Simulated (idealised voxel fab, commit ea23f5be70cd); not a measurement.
This section sets out a process module, namely voxel wiring stack.
This is section cut - it's 230 nm across, gridded in 5 nm square cells.
Cross-section layout: square cells on a grid; listed as bands, top to bottom; a band spans one or more cell rows. Quick guide to a band line: top height, bottom height (nm) up front; then every material left to right with its width in nm. Only one material and it's marked "edge to edge"? Then it fills the band edge to edge. And "empty" just means empty space. Heights are expressed relative to 0, this being the level below which the as-received wafer comprises one material exclusively. The lowest band is unbounded in the downward direction and is denoted as in "0 -> down". Per-row width for "30..40": begins at first number (top row of band), ends at second number (bottom row), increment between rows held constant. "same as before" means the step left every cell of the cross-section as it was. "Cavities, sealed": empty spaces of 8 cells or more with no open way to the top, each given as width x height at distance, distance from the left edge, all in nm. Where a step's line continues beyond its settings, the continuation is a remark by the simulator itself on that step. The setting "overlay nm" may be written on the line of a step. When the step uses a mask, the value reports how far to the right of the planned place the mask lay, and a negative value reports that it lay to the left.
-- Steps in the process plan
1: RECEIVE | material Si
2: CONFORMAL_DEP | material SiO2 | thk nm 10
3: DIRECTIONAL_DEP | material TiN | thk nm 5
4: DIRECTIONAL_DEP | material W | thk nm 25
5: DIRECTIONAL_DEP | material aC | thk nm 15
6: PATTERN | tone cover | mask id METAL_1 | material resist | width nm 25 | pitch nm 40 | thk nm 30 | overlay nm 0
7: DIRECTIONAL_ETCH | etch materials aC | depth nm 15
8: STRIP | etch materials resist
9: DIRECTIONAL_ETCH | etch materials W | depth nm 25
10: DIRECTIONAL_ETCH | etch materials TiN | depth nm 5
11: STRIP | etch materials aC
12: FILL_DEP | material lowk | thk nm 5
13: CMP | height nm 45
14: CONFORMAL_DEP | material SiCN | thk nm 5
15: DIRECTIONAL_DEP | material SiO2 | thk nm 15
16: DIRECTIONAL_DEP | material aC | thk nm 10
17: PATTERN | tone open | mask id PLUG_1 | material resist | width nm 15 | pitch nm 80 | thk nm 25 | overlay nm 0
18: DIRECTIONAL_ETCH | etch materials aC | depth nm 10
19: STRIP | etch materials resist
20: DIRECTIONAL_ETCH | etch materials SiO2 | depth nm 15
21: DIRECTIONAL_ETCH | etch materials SiCN | depth nm 5
22: STRIP | etch materials aC
23: EPI | material Ru | thk nm 10
24: EPI | material Ru | thk nm 10
25: DIRECTIONAL_DEP | material TiN | thk nm 5
26: DIRECTIONAL_DEP | material W | thk nm 15
27: MASKED_ETCH | tone cover | mask id METAL_2 | width nm 25 | pitch nm 40 | etch materials W | depth nm 15 | overlay nm 0
28: MASKED_ETCH | tone cover | mask id METAL_2 | width nm 25 | pitch nm 40 | etch materials TiN | depth nm 5 | overlay nm 0
29: CONFORMAL_DEP | material SiN | thk nm 5
30: FILL_DEP | material SiO2 | thk nm 5
31: CMP | height nm 85
32: CONFORMAL_DEP | material SiCN | thk nm 5
33: DIRECTIONAL_DEP | material lowk | thk nm 25
34: DIRECTIONAL_DEP | material aC | thk nm 15
35: PATTERN | tone open | mask id METAL_3_HOLES | material resist | width nm 15 | pitch nm 40 | thk nm 35 | overlay nm 0
36: DIRECTIONAL_ETCH | etch materials aC | depth nm 15
37: STRIP | etch materials resist
38: DIRECTIONAL_ETCH | etch materials lowk | depth nm 25
39: STRIP | etch materials aC
40: DIRECTIONAL_DEP | material aC | thk nm 10
41: PATTERN | tone open | mask id METAL_3 | material resist | width nm 25 | pitch nm 40 | thk nm 25 | overlay nm 0
42: DIRECTIONAL_ETCH | etch materials aC | depth nm 10
43: STRIP | etch materials resist
44: DIRECTIONAL_ETCH | etch materials lowk | depth nm 15
45: DIRECTIONAL_ETCH | etch materials SiCN | depth nm 5
46: STRIP | etch materials aC
47: CONFORMAL_DEP | material TiN | thk nm 5
48: FILL_DEP | material Ru | thk nm 5
49: CMP | height nm 115
50: CONFORMAL_DEP | material SiCN | thk nm 5
51: DIRECTIONAL_DEP | material lowk | thk nm 15
52: PATTERN | tone open | mask id PLUG_3 | material resist | width nm 15 | pitch nm 80 | thk nm 15 | overlay nm 0
53: DIRECTIONAL_ETCH | etch materials lowk | depth nm 15
54: DIRECTIONAL_ETCH | etch materials SiCN | depth nm 5
55: STRIP | etch materials resist
56: CONFORMAL_DEP | material TiN | thk nm 5
57: FILL_DEP | material W | thk nm 5
58: CMP | height nm 135
59: DIRECTIONAL_DEP | material TiN | thk nm 5
60: DIRECTIONAL_DEP | material W | thk nm 15
61: PATTERN | tone cover | mask id METAL_4 | material resist | width nm 25 | pitch nm 40 | thk nm 15 | overlay nm 0
62: DIRECTIONAL_ETCH | etch materials W | depth nm 15
63: DIRECTIONAL_ETCH | etch materials TiN | depth nm 5
64: STRIP | etch materials resist
65: FILL_DEP | material lowk | thk nm 10
66: CMP | height nm 155
67: CONFORMAL_DEP | material SiCN | thk nm 5
Split variable: thk nm, step 2. Plan value = first wafer. Wafers start alike.
-- Step 1 complete: as-received cross-section of the first of several wafers
- 0 -> down: Si edge to edge
- Cavities, sealed: none
-- After the module's final step, step 67: the first of several wafers in cross-section
- 160 -> 155: SiCN edge to edge
- 155 -> 140: lowk 40, then W 25, then lowk 15, then W 25, then lowk 15, then W 25, then lowk 15, then W 25, then lowk 45
- 140 -> 135: lowk 40, then TiN 25, then lowk 15, then TiN 25, then lowk 15, then TiN 25, then lowk 15, then TiN 25, then lowk 45
- 135 -> 120: lowk 40, then TiN 5, then W 5, then TiN 5, then lowk 65, then TiN 5, then W 5, then TiN 5, then lowk 95
- 120 -> 115: SiCN 40, then TiN 15, then SiCN 65, then TiN 15, then SiCN 95
- 115 -> 105: lowk 40, then TiN 5, then Ru 15, then TiN 5, then lowk 15, then TiN 5, then Ru 15, then TiN 5, then lowk 15, then TiN 5, then Ru 15, then TiN 5, then lowk 15, then TiN 5, then Ru 15, then TiN 5, then lowk 45
- 105 -> 100: lowk 40, then TiN 5, then Ru 5, then TiN 15, then lowk 15, then TiN 5, then Ru 5, then TiN 15, then lowk 15, then TiN 5, then Ru 5, then TiN 15, then lowk 15, then TiN 5, then Ru 5, then TiN 15, then lowk 45
- 100 -> 90: lowk 40, then TiN 5, then Ru 5, then TiN 5, then lowk 25, then TiN 5, then Ru 5, then TiN 5, then lowk 25, then TiN 5, then Ru 5, then TiN 5, then lowk 25, then TiN 5, then Ru 5, then TiN 5, then lowk 55
- 90 -> 85: SiCN 40, then TiN 15, then SiCN 25, then TiN 15, then SiCN 25, then TiN 15, then SiCN 25, then TiN 15, then SiCN 55
- 85 -> 70: SiO2 50, then SiN 5, then W 10, then SiN 5, then SiO2 5, then SiN 5, then W 25, then SiN 5, then SiO2 20, then SiN 5, then W 10, then SiN 5, then SiO2 5, then SiN 5, then W 25, then SiN 5, then SiO2 40
- 70 -> 65: SiN 55, then TiN 10, then SiN 15, then TiN 25, then SiN 30, then TiN 10, then SiN 15, then TiN 25, then SiN 45
- 65 -> 50: SiO2 40, then W 15, then SiO2 65, then W 15, then SiO2 95
- 50 -> 45: SiCN 40, then TiN 15, then SiCN 65, then TiN 15, then SiCN 95
- 45 -> 40: lowk edge to edge
- 40 -> 15: lowk 40, then W 25, then lowk 15, then W 25, then lowk 15, then W 25, then lowk 15, then W 25, then lowk 45
- 15 -> 10: lowk 40, then TiN 25, then lowk 15, then TiN 25, then lowk 15, then TiN 25, then lowk 15, then TiN 25, then lowk 45
- 10 -> 0: SiO2 edge to edge
- 0 -> down: Si edge to edge
- Cavities, sealed: none
-- Cross-section of the last wafer at end of module
- 160 -> 155: SiCN edge to edge
- 155 -> 140: lowk 40, then W 25, then lowk 15, then W 25, then lowk 15, then W 25, then lowk 15, then W 25, then lowk 45
- 140 -> 135: lowk 40, then TiN 25, then lowk 15, then TiN 25, then lowk 15, then TiN 25, then lowk 15, then TiN 25, then lowk 45
- 135 -> 120: lowk 40, then TiN 5, then W 5, then TiN 5, then lowk 65, then TiN 5, then W 5, then TiN 5, then lowk 95
- 120 -> 115: SiCN 40, then TiN 15, then SiCN 65, then TiN 15, then SiCN 95
- 115 -> 105: lowk 40, then TiN 5, then Ru 15, then TiN 5, then lowk 15, then TiN 5, then Ru 15, then TiN 5, then lowk 15, then TiN 5, then Ru 15, then TiN 5, then lowk 15, then TiN 5, then Ru 15, then TiN 5, then lowk 45
- 105 -> 100: lowk 40, then TiN 5, then Ru 5, then TiN 15, then lowk 15, then TiN 5, then Ru 5, then TiN 15, then lowk 15, then TiN 5, then Ru 5, then TiN 15, then lowk 15, then TiN 5, then Ru 5, then TiN 15, then lowk 45
- 100 -> 90: lowk 40, then TiN 5, then Ru 5, then TiN 5, then lowk 25, then TiN 5, then Ru 5, then TiN 5, then lowk 25, then TiN 5, then Ru 5, then TiN 5, then lowk 25, then TiN 5, then Ru 5, then TiN 5, then lowk 55
- 90 -> 85: SiCN 40, then TiN 15, then SiCN 25, then TiN 15, then SiCN 25, then TiN 15, then SiCN 25, then TiN 15, then SiCN 55
- 85 -> 70: SiO2 35, then SiN 5, then W 25, then SiN 5, then SiO2 5, then SiN 5, then W 25, then SiN 5, then SiO2 5, then SiN 5, then W 25, then SiN 5, then SiO2 5, then SiN 5, then W 25, then SiN 5, then SiO2 40
- 70 -> 65: SiN 40, then TiN 25, then SiN 15, then TiN 25, then SiN 15, then TiN 25, then SiN 15, then TiN 25, then SiN 45
- 65 -> 50: SiO2 40, then Ru 15, then SiO2 65, then Ru 15, then SiO2 95
- 50 -> 45: SiCN 40, then Ru 15, then SiCN 65, then Ru 15, then SiCN 95
- 45 -> 35: lowk 40, then W 25, then lowk 15, then W 25, then lowk 15, then W 25, then lowk 15, then W 25, then lowk 45
- 35 -> 30: lowk 40, then TiN 25, then lowk 15, then TiN 25, then lowk 15, then TiN 25, then lowk 15, then TiN 25, then lowk 45
- 30 -> 0: SiO2 edge to edge
- 0 -> down: Si edge to edge
- Cavities, sealed: none
-- Per wafer, end of module: cells gained (+) or lost (-) per material since receipt, then closed voids
thk nm 10, +36 Ru, +160 SiCN, +56 SiN, +284 SiO2, +138 TiN, +226 W, +572 lowk, Cavities, sealed: none
thk nm 15, +60 Ru, +160 SiCN, +50 SiN, +312 SiO2, +138 TiN, +226 W, +526 lowk, Cavities, sealed: none
thk nm 20, +60 Ru, +160 SiCN, +50 SiN, +358 SiO2, +138 TiN, +206 W, +500 lowk, Cavities, sealed: none
thk nm 25, +60 Ru, +160 SiCN, +50 SiN, +404 SiO2, +138 TiN, +186 W, +474 lowk, Cavities, sealed: none
thk nm 30, +60 Ru, +160 SiCN, +50 SiN, +450 SiO2, +138 TiN, +166 W, +448 lowk, Cavities, sealed: none
